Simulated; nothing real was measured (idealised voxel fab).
Process module in this document: voxel wiring stack
The cross-section shown here is cut; it is 240 nm wide and divided into square cells measuring 5 nm on a side.
This document writes a cross-section as a grid whose cells are square, and gives it as bands, listed from the top down; one or more rows of cells form a band. Top, bottom (nm), then materials left to right with widths (nm); lone material tagged "all across" fills the whole band edge to edge; "empty" = empty space. Heights are expressed relative to 0, this being the level below which the as-received wafer comprises one material exclusively. The lowest band is unbounded in the downward direction and is denoted as in "0 down". Graded width ("30->40"): value in top row of band = first number; value in bottom row = second number; row-to-row change constant. No cell of the cross-section changed in a step that is given as "everything unchanged". "Enclosed empty spaces" - sealed voids, min. 8 cells, no opening to top; format: width x height at distance (distance from left edge; nm throughout). after a step's settings: what the simulator itself notes on the step. A step's line can hold "overlay nm"; with a mask on that step, the setting says how far right of the planned place the mask lay, while a negative setting says it lay to the left.

### Steps in the process plan
- 1: RECEIVE with material Si
- 2: CONFORMAL_DEP with material SiO2, thk nm 10
- 3: DIRECTIONAL_DEP with material TiN, thk nm 5
- 4: DIRECTIONAL_DEP with material W, thk nm 25
- 5: MASKED_ETCH with tone cover, mask id METAL_1, width nm 20, pitch nm 40, etch materials W, depth nm 25, overlay nm 0
- 6: MASKED_ETCH with tone cover, mask id METAL_1, width nm 20, pitch nm 40, etch materials TiN, depth nm 5, overlay nm 0
- 7: FILL_DEP with material lowk, thk nm 5
- 8: CMP with height nm 40
- 9: CONFORMAL_DEP with material SiCN, thk nm 5
- 10: DIRECTIONAL_DEP with material lowk, thk nm 10
- 11: MASKED_ETCH with tone open, mask id PLUG_1, width nm 15, pitch nm 40, etch materials lowk, depth nm 10, overlay nm 0
- 12: MASKED_ETCH with tone open, mask id PLUG_1, width nm 15, pitch nm 40, etch materials SiCN, depth nm 5, overlay nm 0
- 13: EPI with material Ru, thk nm 10
- 14: EPI with material Ru, thk nm 5
- 15: CONFORMAL_DEP with material SiCN, thk nm 5
- 16: DIRECTIONAL_DEP with material lowk, thk nm 15
- 17: PATTERN with tone open, mask id METAL_2, material resist, width nm 20, pitch nm 40, thk nm 15, overlay nm 0
- 18: DIRECTIONAL_ETCH with etch materials lowk, depth nm 15
- 19: DIRECTIONAL_ETCH with etch materials SiCN, depth nm 5
- 20: STRIP with etch materials resist
- 21: CONFORMAL_DEP with material TiN, thk nm 5
- 22: FILL_DEP with material Cu, thk nm 10
- 23: CMP with height nm 75
- 24: EPI with material Ru, thk nm 5
- 25: FILL_DEP with material SiCN, thk nm 5
- 26: DIRECTIONAL_DEP with material lowk, thk nm 10
- 27: MASKED_ETCH with tone open, mask id PLUG_2, width nm 15, pitch nm 80, etch materials lowk, depth nm 20, overlay nm 0
- 28: MASKED_ETCH with tone open, mask id PLUG_2, width nm 15, pitch nm 80, etch materials SiCN, depth nm 5, overlay nm 0
- 29: EPI with material Ru, thk nm 10
- 30: EPI with material Ru, thk nm 10
- 31: EPI with material Ru, thk nm 5
- 32: CONFORMAL_DEP with material SiCN, thk nm 5
- 33: DIRECTIONAL_DEP with material lowk, thk nm 25
- 34: PATTERN with tone open, mask id METAL_3, material resist, width nm 20, pitch nm 40, thk nm 20, overlay nm 0
- 35: DIRECTIONAL_ETCH with etch materials lowk, depth nm 25
- 36: DIRECTIONAL_ETCH with etch materials SiCN, depth nm 5
- 37: STRIP with etch materials resist
- 38: CONFORMAL_DEP with material TiN, thk nm 5
- 39: FILL_DEP with material Ru, thk nm 10
- 40: CMP with height nm 135
- 41: CONFORMAL_DEP with material SiCN, thk nm 5
Be aware that, although all wafers share a common starting state, the thk nm at step 26 differs among them, and the plan displays the first wafer's value.

### Cross-section, first of several wafers, as delivered after step 1
> 0 down | Si all across
> Enclosed empty spaces: none

### End of module: cross-section of the first of several wafers after step 41, the last step
> 140 to 135 | SiCN all across
> 135 to 130 | Ru=30; TiN=5; lowk=15; TiN=5; Ru=10; TiN=5; lowk=10; TiN=5; Ru=25; TiN=5; lowk=15; TiN=5; Ru=10; TiN=5; lowk=10; TiN=5; Ru=75
> 130 to 125 | TiN=35; lowk=15; TiN=5; Ru=10; TiN=5; lowk=10; TiN=15; Ru=10; TiN=10; lowk=15; TiN=5; Ru=10; TiN=5; lowk=10; TiN=15; Ru=10; TiN=55
> 125 to 110 | lowk=50; TiN=5; Ru=10; TiN=5; lowk=20; TiN=5; Ru=10; TiN=5; lowk=20; TiN=5; Ru=10; TiN=5; lowk=20; TiN=5; Ru=10; TiN=5; lowk=50
> 110 to 105 | lowk=35; SiCN=15; TiN=20; SiCN=10; lowk=10; TiN=5; Ru=10; TiN=5; lowk=5; SiCN=15; TiN=20; SiCN=10; lowk=10; TiN=5; Ru=10; TiN=5; lowk=50
> 105 to 100 | lowk=35; SiCN=5; Ru=35; SiCN=5; lowk=10; TiN=5; Ru=10; TiN=5; lowk=5; SiCN=5; Ru=35; SiCN=5; lowk=10; TiN=5; Ru=10; TiN=5; lowk=50
> 100 to 95 | SiCN=40; Ru=35; SiCN=15; TiN=20; SiCN=10; Ru=35; SiCN=15; TiN=20; SiCN=50
> 95 to 85 | lowk=50; Ru=15; lowk=65; Ru=15; lowk=95
> 85 to 80 | SiCN=50; Ru=15; SiCN=65; Ru=15; SiCN=95
> 80 to 75 | SiCN=45; Ru=30; SiCN=10; Ru=30; SiCN=10; Ru=30; SiCN=10; Ru=30; SiCN=45
> 75 to 60 | lowk=50; TiN=5; Cu=10; TiN=5; lowk=20; TiN=5; Cu=10; TiN=5; lowk=20; TiN=5; Cu=10; TiN=5; lowk=20; TiN=5; Cu=10; TiN=5; lowk=50
> 60 to 55 | SiCN=50; TiN=20; SiCN=20; TiN=20; SiCN=20; TiN=20; SiCN=20; TiN=20; SiCN=50
> 55 to 45 | lowk=50; Ru=15; lowk=25; Ru=15; lowk=25; Ru=15; lowk=25; Ru=15; lowk=55
> 45 to 40 | SiCN=50; Ru=15; SiCN=25; Ru=15; SiCN=25; Ru=15; SiCN=25; Ru=15; SiCN=55
> 40 to 15 | lowk=50; W=20; lowk=20; W=20; lowk=20; W=20; lowk=20; W=20; lowk=50
> 15 to 10 | lowk=50; TiN=20; lowk=20; TiN=20; lowk=20; TiN=20; lowk=20; TiN=20; lowk=50
> 10 to 0 | SiO2 all across
> 0 down | Si all across
> Enclosed empty spaces: none

### Module end, final wafer: cross-section
> 140 to 135 | SiCN all across
> 135 to 125 | lowk=50; TiN=5; Ru=10; TiN=5; lowk=20; TiN=5; Ru=10; TiN=5; lowk=20; TiN=5; Ru=10; TiN=5; lowk=20; TiN=5; Ru=10; TiN=5; lowk=50
> 125 to 120 | SiCN=50; TiN=20; SiCN=20; TiN=20; SiCN=20; TiN=20; SiCN=20; TiN=20; SiCN=50
> 120 to 100 | lowk=50; SiCN=5; TiN=5; SiCN=5; lowk=65; SiCN=5; TiN=5; SiCN=5; lowk=95
> 100 to 85 | lowk all across
> 85 to 80 | SiCN all across
> 80 to 75 | SiCN=45; Ru=30; SiCN=10; Ru=30; SiCN=10; Ru=30; SiCN=10; Ru=30; SiCN=45
> 75 to 60 | lowk=50; TiN=5; Cu=10; TiN=5; lowk=20; TiN=5; Cu=10; TiN=5; lowk=20; TiN=5; Cu=10; TiN=5; lowk=20; TiN=5; Cu=10; TiN=5; lowk=50
> 60 to 55 | SiCN=50; TiN=20; SiCN=20; TiN=20; SiCN=20; TiN=20; SiCN=20; TiN=20; SiCN=50
> 55 to 45 | lowk=50; Ru=15; lowk=25; Ru=15; lowk=25; Ru=15; lowk=25; Ru=15; lowk=55
> 45 to 40 | SiCN=50; Ru=15; SiCN=25; Ru=15; SiCN=25; Ru=15; SiCN=25; Ru=15; SiCN=55
> 40 to 15 | lowk=50; W=20; lowk=20; W=20; lowk=20; W=20; lowk=20; W=20; lowk=50
> 15 to 10 | lowk=50; TiN=20; lowk=20; TiN=20; lowk=20; TiN=20; lowk=20; TiN=20; lowk=50
> 10 to 0 | SiO2 all across
> 0 down | Si all across
> Enclosed empty spaces: none

### Per wafer (row), end of module: delta in cells per material since receipt, (+) for gained, (-) for lost; closed voids after that
thk nm 10, +24 Cu, +176 Ru, +222 SiCN, +96 SiO2, +142 TiN, +80 W, +604 lowk, Enclosed empty spaces: none
thk nm 15, +24 Cu, +138 Ru, +218 SiCN, +96 SiO2, +142 TiN, +80 W, +646 lowk, Enclosed empty spaces: none
thk nm 20, +24 Cu, +130 Ru, +214 SiCN, +96 SiO2, +112 TiN, +80 W, +688 lowk, Enclosed empty spaces: none
thk nm 25, +24 Cu, +92 Ru, +236 SiCN, +96 SiO2, +112 TiN, +80 W, +704 lowk, Enclosed empty spaces: none
thk nm 30, +24 Cu, +84 Ru, +236 SiCN, +96 SiO2, +104 TiN, +80 W, +720 lowk, Enclosed empty spaces: none
thk nm 35, +24 Cu, +76 Ru, +236 SiCN, +96 SiO2, +96 TiN, +80 W, +736 lowk, Enclosed empty spaces: none
